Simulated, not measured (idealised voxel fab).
Presented below is a process module, voxel double patterning.
Cross-section cut: width 165 nm, square cells of 5 nm.
Cross-section = grid of square cells, listed top down in bands; band = one or more rows.
For a band, the entry starts with two heights in nm, that of the top and then that of the bottom, and carries on with the band's materials in order from left to right, each alongside its width in nm; the word "all across" beside a single material means it fills the band edge to edge, and "air" means empty space.
Heights are reckoned from 0. Under this level, the received wafer is all of one material. The bottommost band is open-ended downward, for example "0 -> down".
A width such as "30 to 40" changes by the same amount from each row of cells to the next, from the band's top row to its bottom row.
"identical to before" for a step: no cell of the cross-section changed in that step.
The label "Enclosed voids" introduces a list of the empty spaces, 8 cells or larger, that have no open way up to the top; each entry in it reads width x height at distance, where the distance is taken from the left edge and all three are stated in nm.
Post-settings text on a step line: simulator's own remark regarding the step.
overlay nm: right-of-plan distance of the mask on a masked step; negative values mean left-of-plan.
## Listed below are the process steps as planned
1,RECEIVE [material Si]
2,CONFORMAL_DEP [material SiO2] [thk nm 10]
3,DIRECTIONAL_DEP [material TiN] [thk nm 20]
4,DIRECTIONAL_DEP [material SiCN] [thk nm 5]
5,DIRECTIONAL_DEP [material aC] [thk nm 15]
6,PATTERN [tone open] [mask id FIRST] [material resist] [width nm 15] [pitch nm 50] [thk nm 35] [overlay nm 0]
7,DIRECTIONAL_ETCH [etch materials aC] [depth nm 15]
8,STRIP [etch materials resist]
9,DIRECTIONAL_ETCH [etch materials SiCN] [depth nm 5]
10,STRIP [etch materials aC]
11,PATTERN [tone open] [mask id SECOND] [material resist] [width nm 15] [pitch nm 50] [thk nm 20] [overlay nm 0]
12,DIRECTIONAL_ETCH [etch materials SiCN] [depth nm 5]
13,STRIP [etch materials resist]
14,DIRECTIONAL_ETCH [etch materials TiN] [depth nm 20]
15,STRIP [etch materials SiCN]
## Cross-section: wafer on arrival = after step 1
    0 -> down  Si all across
    Enclosed voids: none
## This is how the wafer looks in cross-section once the module is done, given the starting state and plan above and one mistake in carrying the plan out
    20 -> 0  25 TiN, then 15 air, then 10 TiN, then 15 air, then 10 TiN, then 15 air, then 10 TiN, then 15 air, then 10 TiN, then 15 air, then 25 TiN
    0 -> down  Si all across
    Enclosed voids: none
Where did the run depart from the plan? heads up, step 2 of the plan was skipped and never actually ran
